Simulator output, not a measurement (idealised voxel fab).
voxel wiring stack: a process module
Displayed cross-section: cut, width of 145 nm, square cells sized 5 nm.
Cross-section, as written here: a square-cell grid given band by band from the top down, where a band holds one or more rows of cells. This entry defines a band. It first specifies the height of the band's top and the height of its bottom in nm, and then specifies the band's materials from left to right, stating each material with its width in nm. The word "throughout" identifies a single material that fills the band from edge to edge, while the word "empty" identifies empty space. All heights in this document are referenced to 0, defined as the level beneath which the wafer, as received, consists entirely of one material. The lowest band is not bounded below; it extends indefinitely downward and is written in the form "top 0, no bottom". The notation "30..40" denotes a width that varies across the rows of cells in the band, beginning at the first number in the top row, finishing at the second number in the bottom row, and changing by an identical amount from each row to the next. Reading "no change" for a step: not a cell of the cross-section changed in it. "Enclosed void inventory" enumerates empty spaces isolated from the top, with no open way to it, that contain at least 8 cells, giving each as width x height at distance from the left edge, all three in nm. Past the settings on a step's line: simulator remark, on that step. On any step carrying a mask, the "overlay nm" setting, if present on the step's line, tells how far right of its planned place the mask lay; negative values point to the left.
This section lists the process steps that were planned
step 1: RECEIVE (material Si)
step 2: CONFORMAL_DEP (material SiO2; thk nm 15)
step 3: CONFORMAL_DEP (material SiN; thk nm 5)
step 4: DIRECTIONAL_DEP (material lowk; thk nm 15)
step 5: PATTERN (tone open; mask id METAL_1; material resist; width nm 25; pitch nm 45; thk nm 20; overlay nm 0)
step 6: DIRECTIONAL_ETCH (etch materials lowk; depth nm 15)
step 7: DIRECTIONAL_ETCH (etch materials SiN; depth nm 5)
step 8: STRIP (etch materials resist)
step 9: CONFORMAL_DEP (material TiN; thk nm 5)
step 10: FILL_DEP (material W; thk nm 5)
step 11: CMP (height nm 35)
step 12: CONFORMAL_DEP (material SiCN; thk nm 5)
step 13: DIRECTIONAL_DEP (material lowk; thk nm 15)
step 14: PATTERN (tone open; mask id PLUG_1; material resist; width nm 15; thk nm 20; overlay nm 0)
step 15: DIRECTIONAL_ETCH (etch materials lowk; depth nm 15)
step 16: DIRECTIONAL_ETCH (etch materials SiCN; depth nm 5)
step 17: STRIP (etch materials resist)
step 18: EPI (material Ru; thk nm 10)
step 19: EPI (material Ru; thk nm 10)
step 20: DIRECTIONAL_DEP (material TiN; thk nm 5)
step 21: DIRECTIONAL_DEP (material W; thk nm 25)
step 22: DIRECTIONAL_DEP (material aC; thk nm 15)
step 23: PATTERN (tone cover; mask id METAL_2; material resist; width nm 25; pitch nm 45; thk nm 35; overlay nm 0)
step 24: DIRECTIONAL_ETCH (etch materials aC; depth nm 15)
step 25: STRIP (etch materials resist)
step 26: DIRECTIONAL_ETCH (etch materials W; depth nm 25)
step 27: DIRECTIONAL_ETCH (etch materials TiN; depth nm 5)
step 28: STRIP (etch materials aC)
step 29: FILL_DEP (material lowk; thk nm 5)
step 30: CMP (height nm 85)
step 31: CONFORMAL_DEP (material SiN; thk nm 5)
As-received state of the wafer in cross-section, equivalent to post-step 1
top 0, no bottom | Si throughout
Enclosed void inventory: none
End-of-module XS, first of two wafers, run as planned
top 90, bottom 85 | SiN throughout
top 85, bottom 60 | 35 nm lowk, then 25 nm W, then 20 nm lowk, then 25 nm W, then 40 nm lowk
top 60, bottom 55 | 35 nm lowk, then 25 nm TiN, then 20 nm lowk, then 25 nm TiN, then 40 nm lowk
top 55, bottom 40 | 35 nm lowk, then 15 nm Ru, then 95 nm lowk
top 40, bottom 35 | 35 nm SiCN, then 15 nm Ru, then 95 nm SiCN
top 35, bottom 20 | 35 nm lowk, then 5 nm TiN, then 15 nm W, then 5 nm TiN, then 20 nm lowk, then 5 nm TiN, then 15 nm W, then 5 nm TiN, then 40 nm lowk
top 20, bottom 15 | 35 nm SiN, then 25 nm TiN, then 20 nm SiN, then 25 nm TiN, then 40 nm SiN
top 15, bottom 0 | SiO2 throughout
top 0, no bottom | Si throughout
Enclosed void inventory: none
This is the second of the two wafers, cross-sectioned at the end of the module; it started exactly like the first and was given the same plan, but it was run with one mistake
top 90, bottom 85 | SiN throughout
top 85, bottom 60 | 35 nm lowk, then 25 nm W, then 20 nm lowk, then 25 nm W, then 40 nm lowk
top 60, bottom 55 | 35 nm lowk, then 25 nm TiN, then 20 nm lowk, then 25 nm TiN, then 40 nm lowk
top 55, bottom 40 | 35 nm lowk, then 15 nm Ru, then 95 nm lowk
top 40, bottom 35 | 35 nm SiCN, then 15 nm Ru, then 95 nm SiCN
top 35, bottom 20 | 40 nm lowk, then 5 nm TiN, then 10 nm W, then 5 nm TiN, then 25 nm lowk, then 5 nm TiN, then 10 nm W, then 5 nm TiN, then 40 nm lowk
top 20, bottom 15 | 40 nm SiN, then 20 nm TiN, then 25 nm SiN, then 20 nm TiN, then 40 nm SiN
top 15, bottom 0 | SiO2 throughout
top 0, no bottom | Si throughout
Enclosed void inventory: none
Want to know what went wrong? it should be noted that step 5 was executed with settings other than those planned, the operation and settings actually applied being PATTERN (tone open; mask id METAL_1; material resist; width nm 20; pitch nm 45; thk nm 20; overlay nm 0)
Final comparison by cell count, materials where the second wafer has more or fewer than the first: 2 more of SiN, 2 fewer of TiN, 6 fewer of W, 6 more of lowk
